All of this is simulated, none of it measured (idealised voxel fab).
process module | voxel ribs on slabs
cross-section cut | 300 nm wide | cells 5 nm
A cross-section is a grid of square cells, given in bands from the top down. A band is one or more rows of cells.
Each band's line starts with the height of the band's top and of its bottom, in nm. Then come its materials from left to right, each with its width in nm. One material with "throughout" fills the band from edge to edge. "air" is empty space.
Height 0 is the level under which the wafer as received is all one material. The lowest band goes on downwards, as in "0 down".
A width such as "30 to 40" changes by the same amount from each row of cells to the next, from the band's top row to its bottom row.
"no change" after a step means that no cell of the cross-section changed.
closed voids: empty space of 8 cells or more with no open way to the top, each as width x height at its distance from the left edge, in nm
after a step's settings: what the simulator itself notes on the step
overlay nm, on a step with a mask: how far to the right of its planned place the mask lay; to the left if negative
plan
1 op RECEIVE | material Si
2 op DIRECTIONAL_DEP | material SiO2 | thk nm 20
3 op DIRECTIONAL_DEP | material SiN | thk nm 25
4 op DIRECTIONAL_DEP | material aC | thk nm 15
5 op PATTERN | tone cover | mask id RIB | material resist | width nm 15 | thk nm 30 | overlay nm 0
6 op DIRECTIONAL_ETCH | etch materials aC | depth nm 15
7 op STRIP | etch materials resist
8 op DIRECTIONAL_ETCH | etch materials SiN | depth nm 10
9 op STRIP | etch materials aC
10 op DIRECTIONAL_DEP | material aC | thk nm 10
11 op PATTERN | tone cover | mask id SLAB | material resist | width nm 55 | thk nm 30 | overlay nm 0
12 op DIRECTIONAL_ETCH | etch materials aC | depth nm 10
13 op STRIP | etch materials resist
14 op DIRECTIONAL_ETCH | etch materials SiN | depth nm 15
15 op STRIP | etch materials aC
16 op FILL_DEP | material SiO2 | thk nm 20
17 op CMP | height nm 55
18 op DIRECTIONAL_DEP | material W | thk nm 5
19 op DIRECTIONAL_DEP | material aC | thk nm 10
20 op PATTERN | tone cover | mask id HEATER | material resist | width nm 25 | thk nm 30 | overlay nm -15
21 op DIRECTIONAL_ETCH | etch materials aC | depth nm 10
22 op STRIP | etch materials resist
23 op DIRECTIONAL_ETCH | etch materials W | depth nm 5
24 op STRIP | etch materials aC
25 op CONFORMAL_DEP | material SiO2 | thk nm 10
varied across the wafers: overlay nm of step 20. The plan shows the first wafer's value. All wafers start alike
first wafer as received, after step 1
  0 down: Si throughout
  closed voids: none
first wafer at the end, after step 25
  70 to 65: air 110 | SiO2 45 | air 145
  65 to 60: SiO2 throughout
  60 to 55: SiO2 120 | W 25 | SiO2 155
  55 to 45: SiO2 throughout
  45 to 35: SiO2 140 | SiN 15 | SiO2 145
  35 to 20: SiO2 120 | SiN 55 | SiO2 125
  20 to 0: SiO2 throughout
  0 down: Si throughout
  closed voids: none
last wafer at the end
  70 to 65: air 140 | SiO2 45 | air 115
  65 to 60: SiO2 throughout
  60 to 55: SiO2 150 | W 25 | SiO2 125
  55 to 45: SiO2 throughout
  45 to 35: SiO2 140 | SiN 15 | SiO2 145
  35 to 20: SiO2 120 | SiN 55 | SiO2 125
  20 to 0: SiO2 throughout
  0 down: Si throughout
  closed voids: none
each wafer at the end: cells of each material gained (+) or lost (-) since it was received, then its closed voids
overlay nm -15 | +39 SiN | +745 SiO2 | +5 W | closed voids: none
overlay nm -10 | +39 SiN | +745 SiO2 | +5 W | closed voids: none
overlay nm -5 | +39 SiN | +745 SiO2 | +5 W | closed voids: none
overlay nm 0 | +39 SiN | +745 SiO2 | +5 W | closed voids: none
overlay nm 5 | +39 SiN | +745 SiO2 | +5 W | closed voids: none
overlay nm 10 | +39 SiN | +745 SiO2 | +5 W | closed voids: none
overlay nm 15 | +39 SiN | +745 SiO2 | +5 W | closed voids: none
